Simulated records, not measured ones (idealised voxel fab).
Process module in this document: voxel quadruple lines
FYI the section here is cut, 175 nm wide, cells are 5 nm squares.
Cross-section format: a grid of square cells, given as bands from top to bottom; each band is one or more rows of cells.
The band entry comprises the height of the band's top followed by the height of its bottom, expressed in nm, and subsequently the band's materials from left to right, each stated together with its width in nm. Where a single material is marked with the word "full width", that material fills the band from edge to edge. The word "empty" represents empty space.
Heights from 0 (as-received wafer is one material below). Bottom band endless downward, as "0 nm and below".
The expression "30->40" gives the width at the extremes of the band, the first number at its top row of cells and the second at its bottom row, with the width changing by equal amounts from each row to the next in between.
Where the words "nothing altered" appear for a step, the cross-section shows no cell changed by that step; every cell remained as before.
For the entry "Unvented internal voids", the listed items are empty spaces with no open way to the top whose size is 8 cells or more; each item follows the pattern width x height at distance, where distance is from the left edge and all three are in nm.
after a step's settings: what the simulator itself notes on the step
The line of a step may include "overlay nm". On a step with a mask, this value is how far to the right of its planned place the mask lay. A negative value means the mask lay to the left.
The planned process steps are enumerated hereunder:
1,RECEIVE, material Si
2,CONFORMAL_DEP, material SiO2, thk nm 10
3,DIRECTIONAL_DEP, material TiN, thk nm 15
4,DIRECTIONAL_DEP, material polySi, thk nm 20
5,DIRECTIONAL_DEP, material aC, thk nm 25
6,PATTERN, tone cover, mask id MANDREL, material resist, width nm 25, pitch nm 80, thk nm 30, overlay nm 0
7,DIRECTIONAL_ETCH, etch materials aC, depth nm 25
8,STRIP, etch materials resist
9,CONFORMAL_DEP, material SiO2, thk nm 15
10,DIRECTIONAL_ETCH, etch materials SiO2, depth nm 15
11,STRIP, etch materials aC
12,DIRECTIONAL_ETCH, etch materials polySi, depth nm 20
13,STRIP, etch materials SiO2
14,CONFORMAL_DEP, material SiN, thk nm 5
15,DIRECTIONAL_ETCH, etch materials SiN, depth nm 5
16,STRIP, etch materials polySi
17,DIRECTIONAL_ETCH, etch materials TiN, depth nm 15
18,STRIP, etch materials SiN
19,FILL_DEP, material lowk, thk nm 10
20,CMP, height nm 25
As received (post step 1): cross-section:
> 0 nm and below: Si full width
> Unvented internal voids: none
The first of two wafers, cross-sectioned at the end of the module, with the run proceeding as planned:
> 25 nm to 10 nm: lowk (15)  TiN (5)  lowk (15)  TiN (5)  lowk (15)  TiN (5)  lowk (15)  TiN (5)  lowk (15)  TiN (5)  lowk (15)  TiN (5)  lowk (15)  TiN (5)  lowk (15)  TiN (5)  lowk (15)
> 10 nm to 0 nm: SiO2 full width
> 0 nm and below: Si full width
> Unvented internal voids: none
Cross-sectional view: second of two wafers, end of module; start and plan identical to the first, one mistake in running:
> 25 nm to 15 nm: lowk full width
> 15 nm to 0 nm: lowk (15)  TiN (5)  lowk (15)  TiN (5)  lowk (15)  TiN (5)  lowk (15)  TiN (5)  lowk (15)  TiN (5)  lowk (15)  TiN (5)  lowk (15)  TiN (5)  lowk (15)  TiN (5)  lowk (15)
> 0 nm and below: Si full width
> Unvented internal voids: none
Deviation from plan: yeah, step 2 of the plan got skipped, never ran
Wrapping up, a cell-based count of both wafers puts the second over or under the first for these materials: 70 fewer of SiO2 | 70 more of lowk
